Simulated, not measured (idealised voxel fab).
Proc. module: voxel wiring stack
Xsec cut, 270 nm wide, square cell size 5 nm.
Square cells in a grid make up a cross-section in this document, and the grid is given as bands, listed from the top down, each one or more rows of cells.
A band entry consists of two parts. The first gives the height of the band's top and the height of its bottom, in nm. The rest lists the band's materials from left to right, each with its width in nm. A single material labelled with the word "everywhere" fills the band from edge to edge, and the word "air" marks empty space.
Height datum 0, below which the as-received substrate wafer is one material. Lowest band open at the bottom, running downward: "top 0, no bottom".
So if you see something like "30 to 40" for the width, read it as the top row of the band sitting at the first number and the bottom row at the second, with every row in between moving by the same amount as the last.
"nothing altered" means the step left every cell of the cross-section as it was.
"Closed void table" specifies each empty space that is not open to the top and that occupies no fewer than 8 cells, using the form width x height at distance, the distance measured from the left edge and all three quantities in nm.
Note: text after step settings on the step line = simulator remark on that step.
overlay nm: on a step with a mask, how far right of its planned place the mask lay; negative means left.
PLAN
- 1: RECEIVE (material Si)
- 2: CONFORMAL_DEP (material SiO2; thk nm 15)
- 3: CONFORMAL_DEP (material SiCN; thk nm 5)
- 4: DIRECTIONAL_DEP (material SiO2; thk nm 25)
- 5: MASKED_ETCH (tone open; mask id METAL_1; width nm 20; pitch nm 40; etch materials SiO2; depth nm 25; overlay nm 0)
- 6: MASKED_ETCH (tone open; mask id METAL_1; width nm 20; pitch nm 40; etch materials SiCN; depth nm 5; overlay nm 0)
- 7: CONFORMAL_DEP (material TiN; thk nm 5)
- 8: FILL_DEP (material Cu; thk nm 5)
- 9: CMP (height nm 45)
- 10: EPI (material Ru; thk nm 5)
- 11: FILL_DEP (material SiCN; thk nm 5)
- 12: DIRECTIONAL_DEP (material lowk; thk nm 10)
- 13: MASKED_ETCH (tone open; mask id PLUG_1; width nm 15; pitch nm 40; etch materials lowk; depth nm 10; overlay nm 0)
- 14: MASKED_ETCH (tone open; mask id PLUG_1; width nm 15; pitch nm 40; etch materials SiCN; depth nm 5; overlay nm -15)
- 15: CONFORMAL_DEP (material TiN; thk nm 5)
- 16: FILL_DEP (material W; thk nm 10)
- 17: CMP (height nm 65)
- 18: DIRECTIONAL_DEP (material TiN; thk nm 5)
- 19: DIRECTIONAL_DEP (material W; thk nm 25)
- 20: MASKED_ETCH (tone cover; mask id METAL_2; width nm 20; pitch nm 40; etch materials W; depth nm 25; overlay nm 0)
- 21: MASKED_ETCH (tone cover; mask id METAL_2; width nm 20; pitch nm 40; etch materials TiN; depth nm 5; overlay nm 0)
- 22: CONFORMAL_DEP (material SiCN; thk nm 5)
- 23: FILL_DEP (material lowk; thk nm 10)
- 24: CMP (height nm 95)
- 25: CONFORMAL_DEP (material SiCN; thk nm 5)
Split variable: overlay nm, step 14. Plan value = first wafer. Wafers start alike.
THIS IS HOW THE FIRST OF SEVERAL WAFERS LOOKED IN CROSS-SECTION WHEN IT ARRIVED, WHICH IS AFTER STEP 1
	top 0, no bottom | Si everywhere
	Closed void table: none
POST STEP 25, THE CLOSING STEP OF THE MODULE: FIRST OF SEVERAL WAFERS, CROSS-SECTIONED
	top 100, bottom 95 | SiCN everywhere
	top 95, bottom 70 | lowk (100) / SiCN (5) / W (20) / SiCN (5) / lowk (10) / SiCN (5) / W (20) / SiCN (5) / lowk (100)
	top 70, bottom 65 | SiCN (105) / TiN (20) / SiCN (20) / TiN (20) / SiCN (105)
	top 65, bottom 60 | lowk (105) / TiN (5) / W (5) / TiN (5) / lowk (25) / TiN (5) / W (5) / TiN (5) / lowk (110)
	top 60, bottom 55 | lowk (105) / TiN (15) / lowk (25) / TiN (15) / lowk (110)
	top 55, bottom 50 | SiCN everywhere
	top 50, bottom 45 | SiCN (100) / Ru (30) / SiCN (10) / Ru (30) / SiCN (100)
	top 45, bottom 20 | SiO2 (105) / TiN (5) / Cu (10) / TiN (5) / SiO2 (20) / TiN (5) / Cu (10) / TiN (5) / SiO2 (105)
	top 20, bottom 15 | SiCN (105) / TiN (20) / SiCN (20) / TiN (20) / SiCN (105)
	top 15, bottom 0 | SiO2 everywhere
	top 0, no bottom | Si everywhere
	Closed void table: none
END OF MODULE, LAST WAFER SECTIONED
	top 100, bottom 95 | SiCN everywhere
	top 95, bottom 70 | lowk (100) / SiCN (5) / W (20) / SiCN (5) / lowk (10) / SiCN (5) / W (20) / SiCN (5) / lowk (100)
	top 70, bottom 65 | SiCN (105) / TiN (20) / SiCN (20) / TiN (20) / SiCN (105)
	top 65, bottom 60 | lowk (105) / TiN (5) / W (5) / TiN (5) / lowk (25) / TiN (5) / W (5) / TiN (5) / lowk (110)
	top 60, bottom 55 | lowk (105) / TiN (15) / lowk (25) / TiN (15) / lowk (110)
	top 55, bottom 50 | SiCN everywhere
	top 50, bottom 45 | SiCN (100) / Ru (30) / SiCN (10) / Ru (30) / SiCN (100)
	top 45, bottom 20 | SiO2 (105) / TiN (5) / Cu (10) / TiN (5) / SiO2 (20) / TiN (5) / Cu (10) / TiN (5) / SiO2 (105)
	top 20, bottom 15 | SiCN (105) / TiN (20) / SiCN (20) / TiN (20) / SiCN (105)
	top 15, bottom 0 | SiO2 everywhere
	top 0, no bottom | Si everywhere
	Closed void table: none
WHAT FOLLOWS IS A TABLE IN WHICH EACH WAFER OCCUPIES A ROW; FOR THE WAFER AS IT STANDS AT THE CLOSE OF THE MODULE, THE ROW STATES, MATERIAL BY MATERIAL, HOW MANY CELLS HAVE BEEN GAINED (+) OR LOST (-) SINCE RECEIPT, AND THEN GIVES ITS CLOSED VOIDS
overlay nm -15; +20 Cu; +12 Ru; +262 SiCN; +392 SiO2; +46 TiN; +42 W; +306 lowk; Closed void table: none
overlay nm -10; +20 Cu; +12 Ru; +260 SiCN; +392 SiO2; +48 TiN; +42 W; +306 lowk; Closed void table: none
overlay nm -5; +20 Cu; +12 Ru; +258 SiCN; +392 SiO2; +50 TiN; +42 W; +306 lowk; Closed void table: none
overlay nm 0; +20 Cu; +12 Ru; +256 SiCN; +392 SiO2; +50 TiN; +44 W; +306 lowk; Closed void table: none
overlay nm 5; +20 Cu; +12 Ru; +258 SiCN; +392 SiO2; +50 TiN; +42 W; +306 lowk; Closed void table: none
overlay nm 10; +20 Cu; +12 Ru; +260 SiCN; +392 SiO2; +48 TiN; +42 W; +306 lowk; Closed void table: none
overlay nm 15; +20 Cu; +12 Ru; +262 SiCN; +392 SiO2; +46 TiN; +42 W; +306 lowk; Closed void table: none
